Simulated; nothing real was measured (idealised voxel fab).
The process module presented herein is designated voxel ribs on slabs.
Square cells of 5 nm make up the cross-section cut, whose width is 285 nm.
Reading order for cross-sections: top band down to bottom band. Underlying form: a grid of square cells. Band size: one or more rows of cells.
A band entry consists of two parts. The first gives the height of the band's top and the height of its bottom, in nm. The rest lists the band's materials from left to right, each with its width in nm. A single material labelled with the word "full width" fills the band from edge to edge, and the word "air" marks empty space.
A quick word on heights: they are counted from 0, and under that level the wafer as it came to us is one material throughout. The lowest band is different from the rest in having no bottom; it simply continues downward, written as in "0 down".
The expression "30..40" gives the width at the extremes of the band, the first number at its top row of cells and the second at its bottom row, with the width changing by equal amounts from each row to the next in between.
"nothing got changed" for a step: no cell of the cross-section changed in that step.
Enclosed voids (no open way to top), threshold 8 cells or more, entry "Closed void register", notation width x height at distance, distance from left edge, nm.
Anything after a step's settings on that line? It's the simulator's own note about the step.
"overlay nm" denotes, for a step that has a mask, the displacement of the mask to the right of its planned place, with negative values corresponding to the left.

INTENDED PROCESS STEPS
- 1: RECEIVE (material Si)
- 2: DIRECTIONAL_DEP (material SiO2; thk nm 20)
- 3: DIRECTIONAL_DEP (material polySi; thk nm 25)
- 4: PATTERN (tone cover; mask id RIB; material resist; width nm 30; thk nm 20; overlay nm 0)
- 5: DIRECTIONAL_ETCH (etch materials polySi; depth nm 5)
- 6: STRIP (etch materials resist)
- 7: PATTERN (tone cover; mask id SLAB; material resist; width nm 60; thk nm 15; overlay nm 0)
- 8: DIRECTIONAL_ETCH (etch materials polySi; depth nm 20)
- 9: STRIP (etch materials resist)
- 10: FILL_DEP (material SiO2; thk nm 30)
- 11: CMP (height nm 65)
- 12: DIRECTIONAL_DEP (material W; thk nm 10)
- 13: PATTERN (tone cover; mask id HEATER; material resist; width nm 40; thk nm 15; overlay nm 0)
- 14: DIRECTIONAL_ETCH (etch materials W; depth nm 10)
- 15: STRIP (etch materials resist)
- 16: CONFORMAL_DEP (material SiN; thk nm 5)

AS RECEIVED (POST STEP 1): CROSS-SECTION
  0 down  Si full width
  Closed void register: none

CROSS-SECTION TAKEN AT MODULE COMPLETION ON THE FIRST OF TWO WAFERS; PROCESSED PER THE PLAN
  80 to 75  air 115 nm, SiN 50 nm, air 120 nm
  75 to 70  air 115 nm, SiN 5 nm, W 40 nm, SiN 5 nm, air 120 nm
  70 to 65  SiN 120 nm, W 40 nm, SiN 125 nm
  65 to 45  SiO2 full width
  45 to 40  SiO2 125 nm, polySi 30 nm, SiO2 130 nm
  40 to 20  SiO2 110 nm, polySi 60 nm, SiO2 115 nm
  20 to 0  SiO2 full width
  0 down  Si full width
  Closed void register: none

THIS IS THE SECOND OF THE TWO WAFERS, CROSS-SECTIONED AT THE END OF THE MODULE; IT STARTED EXACTLY LIKE THE FIRST AND WAS GIVEN THE SAME PLAN, BUT IT WAS RUN WITH ONE MISTAKE
  80 to 75  air 115 nm, SiN 50 nm, air 120 nm
  75 to 70  air 115 nm, SiN 5 nm, W 40 nm, SiN 5 nm, air 120 nm
  70 to 65  SiN 120 nm, W 40 nm, SiN 125 nm
  65 to 25  SiO2 full width
  25 to 0  polySi full width
  0 down  Si full width
  Closed void register: none
Diagnosis: plan vs actual: 2 and 3 interchanged
Upon completion, the second wafer contains, in terms of cells, a greater or smaller amount of certain materials than the first wafer: SiO2 -231; polySi +231
